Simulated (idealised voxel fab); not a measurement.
process module | voxel released beams
cross-section cut | 200 nm wide | cells 5 nm
A cross-section is a grid of square cells, given in bands from the top down. A band is one or more rows of cells.
Each band's line starts with the height of the band's top and of its bottom, in nm. Then come its materials from left to right, each with its width in nm. One material with "throughout" fills the band from edge to edge. "air" is empty space.
Height 0 is the level under which the wafer as received is all one material. The lowest band goes on downwards, as in "0 down".
A width such as "30 to 40" changes by the same amount from each row of cells to the next, from the band's top row to its bottom row.
"no change" after a step means that no cell of the cross-section changed.
closed voids: empty space of 8 cells or more with no open way to the top, each as width x height at its distance from the left edge, in nm
after a step's settings: what the simulator itself notes on the step
overlay nm, on a step with a mask: how far to the right of its planned place the mask lay; to the left if negative
plan
1 op RECEIVE | material Si
2 op CONFORMAL_DEP | material Al2O3 | thk nm 5
3 op DIRECTIONAL_DEP | material SiO2 | thk nm 15
4 op DIRECTIONAL_DEP | material aC | thk nm 10
5 op PATTERN | tone open | mask id ANCHOR | material resist | width nm 25 | thk nm 30 | overlay nm 0
6 op DIRECTIONAL_ETCH | etch materials aC | depth nm 10
7 op STRIP | etch materials resist
8 op DIRECTIONAL_ETCH | etch materials SiO2 | depth nm 15
9 op STRIP | etch materials aC
10 op CONFORMAL_DEP | material W | thk nm 5
11 op PATTERN | tone cover | mask id BEAM | material resist | width nm 70 | thk nm 15 | overlay nm 0
12 op DIRECTIONAL_ETCH | etch materials W | depth nm 10
13 op STRIP | etch materials resist
14 op STRIP | etch materials SiO2
varied across the wafers: thk nm of step 10. The plan shows the first wafer's value. All wafers start alike
first wafer as received, after step 1
  0 down: Si throughout
  closed voids: none
first wafer at the end, after step 14
  25 to 20: air 60 | W 10 | air 15 | W 45 | air 70
  20 to 10: air 65 | W 5 | air 15 | W 5 | air 110
  10 to 5: air 65 | W 25 | air 110
  5 to 0: Al2O3 throughout
  0 down: Si throughout
  closed voids: none
last wafer at the end
  45 to 35: air 60 | W 70 | air 70
  35 to 20: W throughout
  20 to 5: SiO2 65 | W 25 | SiO2 110
  5 to 0: Al2O3 throughout
  0 down: Si throughout
  closed voids: none
each wafer at the end: cells of each material gained (+) or lost (-) since it was received, then its closed voids
thk nm 5 | +40 Al2O3 | +20 W | closed voids: none
thk nm 10 | +40 Al2O3 | +40 W | closed voids: none
thk nm 15 | +40 Al2O3 | +105 SiO2 | +83 W | closed voids: none
thk nm 20 | +40 Al2O3 | +105 SiO2 | +123 W | closed voids: none
thk nm 25 | +40 Al2O3 | +105 SiO2 | +163 W | closed voids: none
